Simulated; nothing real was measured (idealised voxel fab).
process module | voxel local oxidation
cross-section cut | 295 nm wide | cells 5 nm
A cross-section is a grid of square cells, given in bands from the top down. A band is one or more rows of cells.
Each band's line starts with the height of the band's top and of its bottom, in nm. Then come its materials from left to right, each with its width in nm. One material with "throughout" fills the band from edge to edge. "air" is empty space.
Height 0 is the level under which the wafer as received is all one material. The lowest band goes on downwards, as in "0 down".
A width such as "30 to 40" changes by the same amount from each row of cells to the next, from the band's top row to its bottom row.
"no change" after a step means that no cell of the cross-section changed.
closed voids: empty space of 8 cells or more with no open way to the top, each as width x height at its distance from the left edge, in nm
after a step's settings: what the simulator itself notes on the step
overlay nm, on a step with a mask: how far to the right of its planned place the mask lay; to the left if negative
plan
1 op RECEIVE | material Si
2 op CONFORMAL_DEP | material SiO2 | thk nm 5
3 op CONFORMAL_DEP | material SiN | thk nm 15
4 op MASKED_ETCH | tone cover | mask id ACTIVE | width nm 100 | etch materials SiN | depth nm 15 | overlay nm 0
5 op SELECTIVE_ETCH | etch materials SiO2 | depth nm 5
6 op OXIDIZE | depth nm 10
7 op STRIP | etch materials SiN
as received, after step 1
  0 down: Si throughout
  closed voids: none
a wafer at the end: this start, this plan, one mistake
  5 to 0: air 100 | SiO2 90 | air 105
  0 to -15: SiO2 115 | Si 60 | SiO2 120
  -15 down: Si throughout
  closed voids: none
what went wrong: step 6 ran as: op OXIDIZE | depth nm 15
